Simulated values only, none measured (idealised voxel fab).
This is a process module. Its name is voxel tone inversion.
The cross-section on display is named cut; it measures 225 nm wide, and its cells are 5 nm squares.
Think of the cross-section as a grid of square cells. We describe it in bands, top to bottom, and each band covers one or more rows of those cells. Each band's line starts with the height of the band's top and of its bottom, in nm. Then come its materials from left to right, each with its width in nm. One material with "all across" fills the band from edge to edge. "air" is empty space. Counting heights begins at 0, where everything beneath is, in the wafer as received, one material. The lowest band has no bottom; it goes on downwards, as "0 and below" shows. Read "30..40" as a graded width: first number on top, second number at the bottom, same change between each pair of neighbouring rows. Where a step carries "no alteration", the cross-section came out of it unchanged, cell for cell. Basically, "Tabulated closed voids" tells you about the enclosed voids: empty spaces with no open way to the top, 8 cells or bigger, each written width x height at distance, where distance is from the left edge, all in nm. after a step's settings: what the simulator itself notes on the step. A step's line can hold "overlay nm"; with a mask on that step, the setting says how far right of the planned place the mask lay, while a negative setting says it lay to the left. The remainder of this document consists of a sequence of paired cross-sections. Each pair presents the cross-section prior to one process step together with the cross-section following it, the latter being rendered only as deep as the lowest band that underwent change. The intervening step, together with its settings, is stated beneath each pair. Because the pairs may originate from different runs of this module on the same starting wafer, a given pair is to be read as continuing from the preceding pair only where its entry headed "Pre-step view" so indicates.

## Pre-step view
* 0 and below: Si all across
* Tabulated closed voids: none

## Sectional Result
* 5 down to 0: SiN all across
* Whatever lies below 0 is exactly as it was before.
* Tabulated closed voids: none
Quick note on the step between the two cross-sections above: CONFORMAL_DEP with material SiN, thk nm 5

Pre-step view: this step begins from the cross-section that the pair just above shows after its step.

## Sectional Result
* 25 down to 5: polySi all across
* Whatever lies below 5 is exactly as it was before.
* Tabulated closed voids: none
Quick note on the step between the two cross-sections above: DIRECTIONAL_DEP with material polySi, thk nm 20

Pre-step view: this step begins from the cross-section that the pair just above shows after its step.

## Sectional Result
* 55 down to 25: 40 nm air | 25 nm resist | 15 nm air | 25 nm resist | 15 nm air | 25 nm resist | 15 nm air | 25 nm resist | 40 nm air
* Whatever lies below 25 is exactly as it was before.
* Tabulated closed voids: none
Quick note on the step between the two cross-sections above: PATTERN with tone cover, mask id POSTS, material resist, width nm 25, pitch nm 40, thk nm 30, overlay nm 0

Pre-step view: this step begins from the cross-section that the pair just above shows after its step.

## Sectional Result
* 55 down to 25: 40 nm air | 25 nm resist | 15 nm air | 25 nm resist | 15 nm air | 25 nm resist | 15 nm air | 25 nm resist | 40 nm air
* 25 down to 5: 40 nm air | 25 nm polySi | 15 nm air | 25 nm polySi | 15 nm air | 25 nm polySi | 15 nm air | 25 nm polySi | 40 nm air
* Whatever lies below 5 is exactly as it was before.
* Tabulated closed voids: none
Quick note on the step between the two cross-sections above: DIRECTIONAL_ETCH with etch materials polySi, depth nm 20

Pre-step view: this step begins from the cross-section that the pair just above shows after its step.

## Sectional Result
* 25 down to 5: 40 nm air | 25 nm polySi | 15 nm air | 25 nm polySi | 15 nm air | 25 nm polySi | 15 nm air | 25 nm polySi | 40 nm air
* Whatever lies below 5 is exactly as it was before.
* Tabulated closed voids: none
Quick note on the step between the two cross-sections above: STRIP with etch materials resist

Pre-step view: this step begins from the cross-section that the pair just above shows after its step.

## Sectional Result
* 35 down to 25: lowk all across
* 25 down to 5: 40 nm lowk | 25 nm polySi | 15 nm lowk | 25 nm polySi | 15 nm lowk | 25 nm polySi | 15 nm lowk | 25 nm polySi | 40 nm lowk
* Whatever lies below 5 is exactly as it was before.
* Tabulated closed voids: none
Quick note on the step between the two cross-sections above: FILL_DEP with material lowk, thk nm 10

Pre-step view: this step begins from the cross-section that the pair just above shows after its step.

## Sectional Result
* 25 down to 5: 40 nm lowk | 25 nm polySi | 15 nm lowk | 25 nm polySi | 15 nm lowk | 25 nm polySi | 15 nm lowk | 25 nm polySi | 40 nm lowk
* Whatever lies below 5 is exactly as it was before.
* Tabulated closed voids: none
Quick note on the step between the two cross-sections above: CMP with height nm 25

Pre-step view: this step begins from the cross-section that the pair just above shows after its step.

## Sectional Result
* 25 down to 5: 40 nm lowk | 25 nm air | 15 nm lowk | 25 nm air | 15 nm lowk | 25 nm air | 15 nm lowk | 25 nm air | 40 nm lowk
* Whatever lies below 5 is exactly as it was before.
* Tabulated closed voids: none
Quick note on the step between the two cross-sections above: STRIP with etch materials polySi

## Pre-step view
* 0 and below: Si all across
* Tabulated closed voids: none

## Sectional Result
* 20 down to 0: polySi all across
* Whatever lies below 0 is exactly as it was before.
* Tabulated closed voids: none
Quick note on the step between the two cross-sections above: DIRECTIONAL_DEP with material polySi, thk nm 20

Pre-step view: this step begins from the cross-section that the pair just above shows after its step.

## Sectional Result
* 50 down to 20: 40 nm air | 25 nm resist | 15 nm air | 25 nm resist | 15 nm air | 25 nm resist | 15 nm air | 25 nm resist | 40 nm air
* Whatever lies below 20 is exactly as it was before.
* Tabulated closed voids: none
Quick note on the step between the two cross-sections above: PATTERN with tone cover, mask id POSTS, material resist, width nm 25, pitch nm 40, thk nm 30, overlay nm 0

Pre-step view: this step begins from the cross-section that the pair just above shows after its step.

## Sectional Result
* 50 down to 20: 40 nm air | 25 nm resist | 15 nm air | 25 nm resist | 15 nm air | 25 nm resist | 15 nm air | 25 nm resist | 40 nm air
* 20 down to 0: 40 nm air | 25 nm polySi | 15 nm air | 25 nm polySi | 15 nm air | 25 nm polySi | 15 nm air | 25 nm polySi | 40 nm air
* Whatever lies below 0 is exactly as it was before.
* Tabulated closed voids: none
Quick note on the step between the two cross-sections above: DIRECTIONAL_ETCH with etch materials polySi, depth nm 20

Pre-step view: this step begins from the cross-section that the pair just above shows after its step.

## Sectional Result
* 20 down to 0: 40 nm air | 25 nm polySi | 15 nm air | 25 nm polySi | 15 nm air | 25 nm polySi | 15 nm air | 25 nm polySi | 40 nm air
* Whatever lies below 0 is exactly as it was before.
* Tabulated closed voids: none
Quick note on the step between the two cross-sections above: STRIP with etch materials resist

Pre-step view: this step begins from the cross-section that the pair just above shows after its step.

## Sectional Result
* 30 down to 20: lowk all across
* 20 down to 0: 40 nm lowk | 25 nm polySi | 15 nm lowk | 25 nm polySi | 15 nm lowk | 25 nm polySi | 15 nm lowk | 25 nm polySi | 40 nm lowk
* Whatever lies below 0 is exactly as it was before.
* Tabulated closed voids: none
Quick note on the step between the two cross-sections above: FILL_DEP with material lowk, thk nm 10

Pre-step view: this step begins from the cross-section that the pair just above shows after its step.

## Sectional Result
* 25 down to 20: lowk all across
* Whatever lies below 20 is exactly as it was before.
* Tabulated closed voids: none
Quick note on the step between the two cross-sections above: CMP with height nm 25

## Pre-step view
* 20 down to 0: polySi all across
* 0 and below: Si all across
* Tabulated closed voids: none

## Sectional Result
* 25 down to 20: SiN all across
* Whatever lies below 20 is exactly as it was before.
* Tabulated closed voids: none
Quick note on the step between the two cross-sections above: CONFORMAL_DEP with material SiN, thk nm 5

Pre-step view: this step begins from the cross-section that the pair just above shows after its step.

## Sectional Result
* 55 down to 25: 40 nm air | 25 nm resist | 15 nm air | 25 nm resist | 15 nm air | 25 nm resist | 15 nm air | 25 nm resist | 40 nm air
* Whatever lies below 25 is exactly as it was before.
* Tabulated closed voids: none
Quick note on the step between the two cross-sections above: PATTERN with tone cover, mask id POSTS, material resist, width nm 25, pitch nm 40, thk nm 30, overlay nm 0

Pre-step view: this step begins from the cross-section that the pair just above shows after its step.

## Sectional Result
* 25 down to 20: SiN all across
* Whatever lies below 20 is exactly as it was before.
* Tabulated closed voids: none
Quick note on the step between the two cross-sections above: STRIP with etch materials resist

Pre-step view: this step begins from the cross-section that the pair just above shows after its step.

## Sectional Result
* 35 down to 25: lowk all across
* Whatever lies below 25 is exactly as it was before.
* Tabulated closed voids: none
Quick note on the step between the two cross-sections above: FILL_DEP with material lowk, thk nm 10

Pre-step view: this step begins from the cross-section that the pair just above shows after its step.

## Sectional Result
* 25 down to 20: SiN all across
* Whatever lies below 20 is exactly as it was before.
* Tabulated closed voids: none
Quick note on the step between the two cross-sections above: CMP with height nm 25

## Pre-step view
* 35 down to 25: lowk all across
* 25 down to 5: 40 nm lowk | 25 nm polySi | 15 nm lowk | 25 nm polySi | 15 nm lowk | 25 nm polySi | 15 nm lowk | 25 nm polySi | 40 nm lowk
* 5 down to 0: SiN all across
* 0 and below: Si all across
* Tabulated closed voids: none

## Sectional Result
* 20 down to 5: 40 nm lowk | 25 nm polySi | 15 nm lowk | 25 nm polySi | 15 nm lowk | 25 nm polySi | 15 nm lowk | 25 nm polySi | 40 nm lowk
* Whatever lies below 5 is exactly as it was before.
* Tabulated closed voids: none
Quick note on the step between the two cross-sections above: CMP with height nm 20

Pre-step view: this step begins from the cross-section that the pair just above shows after its step.

## Sectional Result
* 20 down to 5: 40 nm lowk | 25 nm air | 15 nm lowk | 25 nm air | 15 nm lowk | 25 nm air | 15 nm lowk | 25 nm air | 40 nm lowk
* Whatever lies below 5 is exactly as it was before.
* Tabulated closed voids: none
Quick note on the step between the two cross-sections above: STRIP with etch materials polySi

## Pre-step view
* 25 down to 5: polySi all across
* 5 down to 0: SiN all across
* 0 and below: Si all across
* Tabulated closed voids: none

## Sectional Result
* 55 down to 25: 45 nm air | 20 nm resist | 20 nm air | 20 nm resist | 20 nm air | 20 nm resist | 20 nm air | 20 nm resist | 40 nm air
* Whatever lies below 25 is exactly as it was before.
* Tabulated closed voids: none
Quick note on the step between the two cross-sections above: PATTERN with tone cover, mask id POSTS, material resist, width nm 20, pitch nm 40, thk nm 30, overlay nm 0

Pre-step view: this step begins from the cross-section that the pair just above shows after its step.

## Sectional Result
* 55 down to 25: 45 nm air | 20 nm resist | 20 nm air | 20 nm resist | 20 nm air | 20 nm resist | 20 nm air | 20 nm resist | 40 nm air
* 25 down to 5: 45 nm air | 20 nm polySi | 20 nm air | 20 nm polySi | 20 nm air | 20 nm polySi | 20 nm air | 20 nm polySi | 40 nm air
* Whatever lies below 5 is exactly as it was before.
* Tabulated closed voids: none
Quick note on the step between the two cross-sections above: DIRECTIONAL_ETCH with etch materials polySi, depth nm 20

Pre-step view: this step begins from the cross-section that the pair just above shows after its step.

## Sectional Result
* 25 down to 5: 45 nm air | 20 nm polySi | 20 nm air | 20 nm polySi | 20 nm air | 20 nm polySi | 20 nm air | 20 nm polySi | 40 nm air
* Whatever lies below 5 is exactly as it was before.
* Tabulated closed voids: none
Quick note on the step between the two cross-sections above: STRIP with etch materials resist

Pre-step view: this step begins from the cross-section that the pair just above shows after its step.

## Sectional Result
* 35 down to 25: lowk all across
* 25 down to 5: 45 nm lowk | 20 nm polySi | 20 nm lowk | 20 nm polySi | 20 nm lowk | 20 nm polySi | 20 nm lowk | 20 nm polySi | 40 nm lowk
* Whatever lies below 5 is exactly as it was before.
* Tabulated closed voids: none
Quick note on the step between the two cross-sections above: FILL_DEP with material lowk, thk nm 10

Pre-step view: this step begins from the cross-section that the pair just above shows after its step.

## Sectional Result
* 25 down to 5: 45 nm lowk | 20 nm polySi | 20 nm lowk | 20 nm polySi | 20 nm lowk | 20 nm polySi | 20 nm lowk | 20 nm polySi | 40 nm lowk
* Whatever lies below 5 is exactly as it was before.
* Tabulated closed voids: none
Quick note on the step between the two cross-sections above: CMP with height nm 25

Pre-step view: this step begins from the cross-section that the pair just above shows after its step.

## Sectional Result
* 25 down to 5: 45 nm lowk | 20 nm air | 20 nm lowk | 20 nm air | 20 nm lowk | 20 nm air | 20 nm lowk | 20 nm air | 40 nm lowk
* Whatever lies below 5 is exactly as it was before.
* Tabulated closed voids: none
Quick note on the step between the two cross-sections above: STRIP with etch materials polySi

## Pre-step view
* 25 down to 5: polySi all across
* 5 down to 0: SiN all across
* 0 and below: Si all across
* Tabulated closed voids: none

## Sectional Result
* 55 down to 25: 35 nm air | 25 nm resist | 15 nm air | 25 nm resist | 15 nm air | 25 nm resist | 15 nm air | 25 nm resist | 45 nm air
* Whatever lies below 25 is exactly as it was before.
* Tabulated closed voids: none
Quick note on the step between the two cross-sections above: PATTERN with tone cover, mask id POSTS, material resist, width nm 25, pitch nm 40, thk nm 30, overlay nm -5

Pre-step view: this step begins from the cross-section that the pair just above shows after its step.

## Sectional Result
* 55 down to 25: 35 nm air | 25 nm resist | 15 nm air | 25 nm resist | 15 nm air | 25 nm resist | 15 nm air | 25 nm resist | 45 nm air
* 25 down to 5: 35 nm air | 25 nm polySi | 15 nm air | 25 nm polySi | 15 nm air | 25 nm polySi | 15 nm air | 25 nm polySi | 45 nm air
* Whatever lies below 5 is exactly as it was before.
* Tabulated closed voids: none
Quick note on the step between the two cross-sections above: DIRECTIONAL_ETCH with etch materials polySi, depth nm 20

Pre-step view: this step begins from the cross-section that the pair just above shows after its step.

## Sectional Result
* 25 down to 5: 35 nm air | 25 nm polySi | 15 nm air | 25 nm polySi | 15 nm air | 25 nm polySi | 15 nm air | 25 nm polySi | 45 nm air
* Whatever lies below 5 is exactly as it was before.
* Tabulated closed voids: none
Quick note on the step between the two cross-sections above: STRIP with etch materials resist

Pre-step view: this step begins from the cross-section that the pair just above shows after its step.

## Sectional Result
* 35 down to 25: lowk all across
* 25 down to 5: 35 nm lowk | 25 nm polySi | 15 nm lowk | 25 nm polySi | 15 nm lowk | 25 nm polySi | 15 nm lowk | 25 nm polySi | 45 nm lowk
* Whatever lies below 5 is exactly as it was before.
* Tabulated closed voids: none
Quick note on the step between the two cross-sections above: FILL_DEP with material lowk, thk nm 10

Pre-step view: this step begins from the cross-section that the pair just above shows after its step.

## Sectional Result
* 25 down to 5: 35 nm lowk | 25 nm polySi | 15 nm lowk | 25 nm polySi | 15 nm lowk | 25 nm polySi | 15 nm lowk | 25 nm polySi | 45 nm lowk
* Whatever lies below 5 is exactly as it was before.
* Tabulated closed voids: none
Quick note on the step between the two cross-sections above: CMP with height nm 25

Pre-step view: this step begins from the cross-section that the pair just above shows after its step.

## Sectional Result
* 25 down to 5: 35 nm lowk | 25 nm air | 15 nm lowk | 25 nm air | 15 nm lowk | 25 nm air | 15 nm lowk | 25 nm air | 45 nm lowk
* Whatever lies below 5 is exactly as it was before.
* Tabulated closed voids: none
Quick note on the step between the two cross-sections above: STRIP with etch materials polySi

## Pre-step view
* 0 and below: Si all across
* Tabulated closed voids: none

## Sectional Result
* 5 down to 0: lowk all across
* Whatever lies below 0 is exactly as it was before.
* Tabulated closed voids: none
Quick note on the step between the two cross-sections above: CONFORMAL_DEP with material lowk, thk nm 5

Pre-step view: this step begins from the cross-section that the pair just above shows after its step.

## Sectional Result
* 25 down to 5: polySi all across
* Whatever lies below 5 is exactly as it was before.
* Tabulated closed voids: none
Quick note on the step between the two cross-sections above: DIRECTIONAL_DEP with material polySi, thk nm 20

Pre-step view: this step begins from the cross-section that the pair just above shows after its step.

## Sectional Result
* 55 down to 25: 40 nm air | 25 nm resist | 15 nm air | 25 nm resist | 15 nm air | 25 nm resist | 15 nm air | 25 nm resist | 40 nm air
* Whatever lies below 25 is exactly as it was before.
* Tabulated closed voids: none
Quick note on the step between the two cross-sections above: PATTERN with tone cover, mask id POSTS, material resist, width nm 25, pitch nm 40, thk nm 30, overlay nm 0

Pre-step view: this step begins from the cross-section that the pair just above shows after its step.

## Sectional Result
* 55 down to 25: 40 nm air | 25 nm resist | 15 nm air | 25 nm resist | 15 nm air | 25 nm resist | 15 nm air | 25 nm resist | 40 nm air
* 25 down to 5: 40 nm air | 25 nm polySi | 15 nm air | 25 nm polySi | 15 nm air | 25 nm polySi | 15 nm air | 25 nm polySi | 40 nm air
* Whatever lies below 5 is exactly as it was before.
* Tabulated closed voids: none
Quick note on the step between the two cross-sections above: DIRECTIONAL_ETCH with etch materials polySi, depth nm 20

Pre-step view: this step begins from the cross-section that the pair just above shows after its step.

## Sectional Result
* 25 down to 5: 40 nm air | 25 nm polySi | 15 nm air | 25 nm polySi | 15 nm air | 25 nm polySi | 15 nm air | 25 nm polySi | 40 nm air
* Whatever lies below 5 is exactly as it was before.
* Tabulated closed voids: none
Quick note on the step between the two cross-sections above: STRIP with etch materials resist

Pre-step view: this step begins from the cross-section that the pair just above shows after its step.

## Sectional Result
* 35 down to 25: lowk all across
* 25 down to 5: 40 nm lowk | 25 nm polySi | 15 nm lowk | 25 nm polySi | 15 nm lowk | 25 nm polySi | 15 nm lowk | 25 nm polySi | 40 nm lowk
* Whatever lies below 5 is exactly as it was before.
* Tabulated closed voids: none
Quick note on the step between the two cross-sections above: FILL_DEP with material lowk, thk nm 10

Pre-step view: this step begins from the cross-section that the pair just above shows after its step.

## Sectional Result
* 25 down to 5: 40 nm lowk | 25 nm polySi | 15 nm lowk | 25 nm polySi | 15 nm lowk | 25 nm polySi | 15 nm lowk | 25 nm polySi | 40 nm lowk
* Whatever lies below 5 is exactly as it was before.
* Tabulated closed voids: none
Quick note on the step between the two cross-sections above: CMP with height nm 25

Pre-step view: this step begins from the cross-section that the pair just above shows after its step.

## Sectional Result
* 25 down to 5: 40 nm lowk | 25 nm air | 15 nm lowk | 25 nm air | 15 nm lowk | 25 nm air | 15 nm lowk | 25 nm air | 40 nm lowk
* Whatever lies below 5 is exactly as it was before.
* Tabulated closed voids: none
Quick note on the step between the two cross-sections above: STRIP with etch materials polySi

## Pre-step view
* 25 down to 5: polySi all across
* 5 down to 0: SiN all across
* 0 and below: Si all across
* Tabulated closed voids: none

## Sectional Result
* 55 down to 25: 40 nm resist | 25 nm air | 15 nm resist | 25 nm air | 15 nm resist | 25 nm air | 15 nm resist | 25 nm air | 40 nm resist
* Whatever lies below 25 is exactly as it was before.
* Tabulated closed voids: none
Quick note on the step between the two cross-sections above: PATTERN with tone open, mask id POSTS, material resist, width nm 25, pitch nm 40, thk nm 30, overlay nm 0

Pre-step view: this step begins from the cross-section that the pair just above shows after its step.

## Sectional Result
* 55 down to 25: 40 nm resist | 25 nm air | 15 nm resist | 25 nm air | 15 nm resist | 25 nm air | 15 nm resist | 25 nm air | 40 nm resist
* 25 down to 5: 40 nm polySi | 25 nm air | 15 nm polySi | 25 nm air | 15 nm polySi | 25 nm air | 15 nm polySi | 25 nm air | 40 nm polySi
* Whatever lies below 5 is exactly as it was before.
* Tabulated closed voids: none
Quick note on the step between the two cross-sections above: DIRECTIONAL_ETCH with etch materials polySi, depth nm 20

Pre-step view: this step begins from the cross-section that the pair just above shows after its step.

## Sectional Result
* 25 down to 5: 40 nm polySi | 25 nm air | 15 nm polySi | 25 nm air | 15 nm polySi | 25 nm air | 15 nm polySi | 25 nm air | 40 nm polySi
* Whatever lies below 5 is exactly as it was before.
* Tabulated closed voids: none
Quick note on the step between the two cross-sections above: STRIP with etch materials resist

Pre-step view: this step begins from the cross-section that the pair just above shows after its step.

## Sectional Result
* 35 down to 25: lowk all across
* 25 down to 5: 40 nm polySi | 25 nm lowk | 15 nm polySi | 25 nm lowk | 15 nm polySi | 25 nm lowk | 15 nm polySi | 25 nm lowk | 40 nm polySi
* Whatever lies below 5 is exactly as it was before.
* Tabulated closed voids: none
Quick note on the step between the two cross-sections above: FILL_DEP with material lowk, thk nm 10

Pre-step view: this step begins from the cross-section that the pair just above shows after its step.

## Sectional Result
* 25 down to 5: 40 nm polySi | 25 nm lowk | 15 nm polySi | 25 nm lowk | 15 nm polySi | 25 nm lowk | 15 nm polySi | 25 nm lowk | 40 nm polySi
* Whatever lies below 5 is exactly as it was before.
* Tabulated closed voids: none
Quick note on the step between the two cross-sections above: CMP with height nm 25

Pre-step view: this step begins from the cross-section that the pair just above shows after its step.

## Sectional Result
* 25 down to 5: 40 nm air | 25 nm lowk | 15 nm air | 25 nm lowk | 15 nm air | 25 nm lowk | 15 nm air | 25 nm lowk | 40 nm air
* Whatever lies below 5 is exactly as it was before.
* Tabulated closed voids: none
Quick note on the step between the two cross-sections above: STRIP with etch materials polySi
